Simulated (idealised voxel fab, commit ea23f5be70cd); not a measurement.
process module | voxel trench capacitor
cross-section cut | 255 nm wide | cells 5 nm
A cross-section is a grid of square cells, given in bands from the top down. A band is one or more rows of cells.
Each band's line starts with the height of the band's top and of its bottom, in nm. Then come its materials from left to right, each with its width in nm. One material with "throughout" fills the band from edge to edge. "air" is empty space.
Height 0 is the level under which the wafer as received is all one material. The lowest band goes on downwards, as in "0 down".
A width such as "30 to 40" changes by the same amount from each row of cells to the next, from the band's top row to its bottom row.
"no change" after a step means that no cell of the cross-section changed.
closed voids: empty space of 8 cells or more with no open way to the top, each as width x height at its distance from the left edge, in nm
after a step's settings: what the simulator itself notes on the step
overlay nm, on a step with a mask: how far to the right of its planned place the mask lay; to the left if negative
plan
1 op RECEIVE | material Si
2 op CONFORMAL_DEP | material SiN | thk nm 10
3 op MASKED_ETCH | tone open | mask id TRENCH | width nm 25 | pitch nm 50 | etch materials SiN | depth nm 10 | overlay nm 0
4 op MASKED_ETCH | tone open | mask id TRENCH | width nm 25 | pitch nm 50 | etch materials Si | depth nm 40 | overlay nm 0
5 op CONFORMAL_DEP | material Al2O3 | thk nm 5
6 op CONFORMAL_DEP | material TiN | thk nm 5
7 op FILL_DEP | material W | thk nm 5
8 op CMP | height nm 10
as received, after step 1
  0 down: Si throughout
  closed voids: none
first wafer at the end, as planned
  10 to 0: SiN 90 | Al2O3 5 | TiN 5 | W 5 | TiN 5 | Al2O3 5 | SiN 25 | Al2O3 5 | TiN 5 | W 5 | TiN 5 | Al2O3 5 | SiN 90
  0 to -30: Si 90 | Al2O3 5 | TiN 5 | W 5 | TiN 5 | Al2O3 5 | Si 25 | Al2O3 5 | TiN 5 | W 5 | TiN 5 | Al2O3 5 | Si 90
  -30 to -35: Si 90 | Al2O3 5 | TiN 15 | Al2O3 5 | Si 25 | Al2O3 5 | TiN 15 | Al2O3 5 | Si 90
  -35 to -40: Si 90 | Al2O3 25 | Si 25 | Al2O3 25 | Si 90
  -40 down: Si throughout
  closed voids: none
second wafer at the end: like start, like plan, one mistake
  10 to 0: SiN 95 | Al2O3 5 | TiN 15 to 10 | Al2O3 5 to 10 | SiN 25 | Al2O3 5 | TiN 15 to 10 | Al2O3 5 to 10 | SiN 85
  0 to -35: Si 95 | Al2O3 5 | TiN 10 | Al2O3 5 | Si 30 | Al2O3 5 | TiN 10 | Al2O3 5 | Si 90
  -35 to -40: Si 95 | Al2O3 20 | Si 30 | Al2O3 20 | Si 90
  -40 down: Si throughout
  closed voids: none
what went wrong: step 3 ran as: op MASKED_ETCH | tone open | mask id TRENCH | width nm 25 | pitch nm 50 | etch materials SiN | depth nm 10 | overlay nm 5
at the end the second wafer has, in cells: 16 more of Si | 16 fewer of W
